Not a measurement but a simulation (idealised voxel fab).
The process module presented herein is designated voxel wiring stack.
Xsec cut, 275 nm wide, square cell size 5 nm.
A cross-section in this document is a grid of square cells, and it is written down as bands, the top band listed before the ones below it; a band is made up of one or more rows of cells.
Band: top height; bottom height; in nm. Then, left to right: material with width in nm, for each material. "throughout": a single material spanning edge to edge. "blank": empty space.
Heights are measured from 0, the level below which the as-received wafer is all one material; the lowest band has no bottom and continues downward, written as in "top 0, no bottom".
A width given as "30..40" starts at the first number in the band's top row and ends at the second number in its bottom row, shifting by an equal amount at every step from row to row.
"all unchanged" -> step changed no cross-section cell.
"Enclosed voids": empty spaces of 8 cells or more with no open way to the top, each given as width x height at distance, distance from the left edge, all in nm.
Note: text after step settings on the step line = simulator remark on that step.
You can add "overlay nm" to a step's line. For a step with a mask, it describes how far the mask lay to the right of its planned position, and a negative number describes a lay to the left.

This section lists the process steps that were planned:
| 1 | RECEIVE (material Si) |
| 2 | CONFORMAL_DEP (material SiO2; thk nm 15) |
| 3 | DIRECTIONAL_DEP (material TiN; thk nm 5) |
| 4 | DIRECTIONAL_DEP (material Ru; thk nm 20) |
| 5 | PATTERN (tone cover; mask id METAL_1; material resist; width nm 30; pitch nm 50; thk nm 20; overlay nm 0) |
| 6 | DIRECTIONAL_ETCH (etch materials Ru; depth nm 20) |
| 7 | DIRECTIONAL_ETCH (etch materials TiN; depth nm 5) |
| 8 | STRIP (etch materials resist) |
| 9 | CONFORMAL_DEP (material SiN; thk nm 5) |
| 10 | FILL_DEP (material SiO2; thk nm 5) |
| 11 | CMP (height nm 40) |
| 12 | CONFORMAL_DEP (material SiCN; thk nm 5) |
| 13 | DIRECTIONAL_DEP (material SiO2; thk nm 15) |
| 14 | MASKED_ETCH (tone open; mask id PLUG_1; width nm 15; etch materials SiO2; depth nm 15; overlay nm 0) |
| 15 | MASKED_ETCH (tone open; mask id PLUG_1; width nm 15; etch materials SiCN; depth nm 5; overlay nm 0) |
| 16 | EPI (material Ru; thk nm 10) |
| 17 | EPI (material Ru; thk nm 10) |
| 18 | DIRECTIONAL_DEP (material TiN; thk nm 5) |
| 19 | DIRECTIONAL_DEP (material Ru; thk nm 25) |
| 20 | MASKED_ETCH (tone cover; mask id METAL_2; width nm 30; pitch nm 50; etch materials Ru; depth nm 25; overlay nm 0) |
| 21 | MASKED_ETCH (tone cover; mask id METAL_2; width nm 30; pitch nm 50; etch materials TiN; depth nm 5; overlay nm 0) |
| 22 | FILL_DEP (material lowk; thk nm 5) |
| 23 | CMP (height nm 90) |
| 24 | CONFORMAL_DEP (material SiCN; thk nm 5) |
| 25 | DIRECTIONAL_DEP (material SiO2; thk nm 20) |
| 26 | MASKED_ETCH (tone open; mask id PLUG_2; width nm 15; etch materials SiO2; depth nm 20; overlay nm 0) |
| 27 | MASKED_ETCH (tone open; mask id PLUG_2; width nm 15; etch materials SiCN; depth nm 5; overlay nm 0) |
| 28 | EPI (material Ru; thk nm 10) |
| 29 | EPI (material Ru; thk nm 10) |
| 30 | EPI (material Ru; thk nm 5) |
| 31 | DIRECTIONAL_DEP (material TiN; thk nm 5) |
| 32 | DIRECTIONAL_DEP (material W; thk nm 20) |
| 33 | DIRECTIONAL_DEP (material aC; thk nm 10) |
| 34 | PATTERN (tone cover; mask id METAL_3; material resist; width nm 30; pitch nm 50; thk nm 30; overlay nm 0) |
| 35 | DIRECTIONAL_ETCH (etch materials aC; depth nm 10) |
| 36 | STRIP (etch materials resist) |
| 37 | DIRECTIONAL_ETCH (etch materials W; depth nm 20) |
| 38 | DIRECTIONAL_ETCH (etch materials TiN; depth nm 5) |
| 39 | STRIP (etch materials aC) |
| 40 | FILL_DEP (material lowk; thk nm 5) |
| 41 | CMP (height nm 140) |
| 42 | CONFORMAL_DEP (material SiCN; thk nm 5) |

As-received wafer cross-section (after step 1):
> top 0, no bottom: Si throughout
> Enclosed voids: none

A wafer at the end: this start, this plan, one mistake:
> top 145, bottom 140: SiCN throughout
> top 140, bottom 120: 95 lowk, 30 W, 20 lowk, 30 W, 100 lowk
> top 120, bottom 115: 95 lowk, 30 TiN, 20 lowk, 30 TiN, 100 lowk
> top 115, bottom 95: 95 SiO2, 15 Ru, 165 SiO2
> top 95, bottom 90: 95 SiCN, 10 Ru, 170 SiCN
> top 90, bottom 65: 95 lowk, 30 Ru, 20 lowk, 30 Ru, 100 lowk
> top 65, bottom 60: 95 lowk, 30 TiN, 20 lowk, 30 TiN, 100 lowk
> top 60, bottom 45: 95 SiO2, 15 Ru, 165 SiO2
> top 45, bottom 40: 95 SiCN, 15 Ru, 165 SiCN
> top 40, bottom 20: 90 SiO2, 5 SiN, 30 Ru, 5 SiN, 10 SiO2, 5 SiN, 30 Ru, 5 SiN, 95 SiO2
> top 20, bottom 15: 95 SiN, 30 TiN, 20 SiN, 30 TiN, 100 SiN
> top 15, bottom 0: SiO2 throughout
> top 0, no bottom: Si throughout
> Enclosed voids: none
What broke from the plan during processing? in deviation from the planned setting, step 27 was conducted as MASKED_ETCH (tone open; mask id PLUG_2; width nm 15; etch materials SiCN; depth nm 5; overlay nm -5)
